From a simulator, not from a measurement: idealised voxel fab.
This is a process module. Its name is voxel plated lines.
Displayed cross-section: cut, width of 240 nm, square cells sized 5 nm.
We lay out every cross-section as a grid of square cells and spell it out in bands from the top down, where one band means one or more rows of cells.
Heights first: top, then bottom, in nm. Then materials, left to right, each with a width in nm. "edge to edge" on a single material: fills the band edge to edge. "air": empty space.
Heights from 0 (as-received wafer is one material below). Bottom band endless downward, as "0..down".
Width: "30->40" (first number = top row, second number = bottom row, same change from row to row of cells).
What does "nothing different" mean for a step? It means no cell of the cross-section changed in that step.
"Non-vented voids" means: voids of 8 cells or more that are shut off from the top with no open way through. Written width x height at distance, distance from the left edge, in nm.
Heads up: the bit after the settings on a step's line is the simulator's remark on that step.
When a step includes a mask, the "overlay nm" setting on its line states how far to the right of its planned place that mask lay, and negative values state how far to the left.
# Planned step list for the process
1) op RECEIVE | material Si
2) op CONFORMAL_DEP | material SiN | thk nm 15
3) op DIRECTIONAL_DEP | material TiN | thk nm 5
4) op PATTERN | tone open | mask id LINES | material resist | width nm 15 | pitch nm 50 | thk nm 35 | overlay nm 0
5) op EPI | material Ru | thk nm 5
6) op EPI | material Ru | thk nm 5
7) op EPI | material Ru | thk nm 10
8) op STRIP | etch materials resist
9) op DIRECTIONAL_ETCH | etch materials TiN | depth nm 5
10) op CONFORMAL_DEP | material SiN | thk nm 10
It is noted that the wafers described herein are identical at the outset and are distinguished by the width nm of step 4; the value stated in the plan corresponds to the first wafer.
# As-received state after step 1, first of several wafers, cross-section
> 0..down = Si edge to edge
> Non-vented voids: none
# Gained (+) or lost (-) cells of each material since receipt, then closed voids: one row per wafer, at the end of the module
width nm 15 | +36 Ru | +300 SiN | +9 TiN | Non-vented voids: none
width nm 20 | +48 Ru | +300 SiN | +12 TiN | Non-vented voids: none
width nm 25 | +60 Ru | +300 SiN | +15 TiN | Non-vented voids: none
width nm 30 | +72 Ru | +300 SiN | +18 TiN | Non-vented voids: none
width nm 35 | +84 Ru | +290 SiN | +21 TiN | Non-vented voids: none
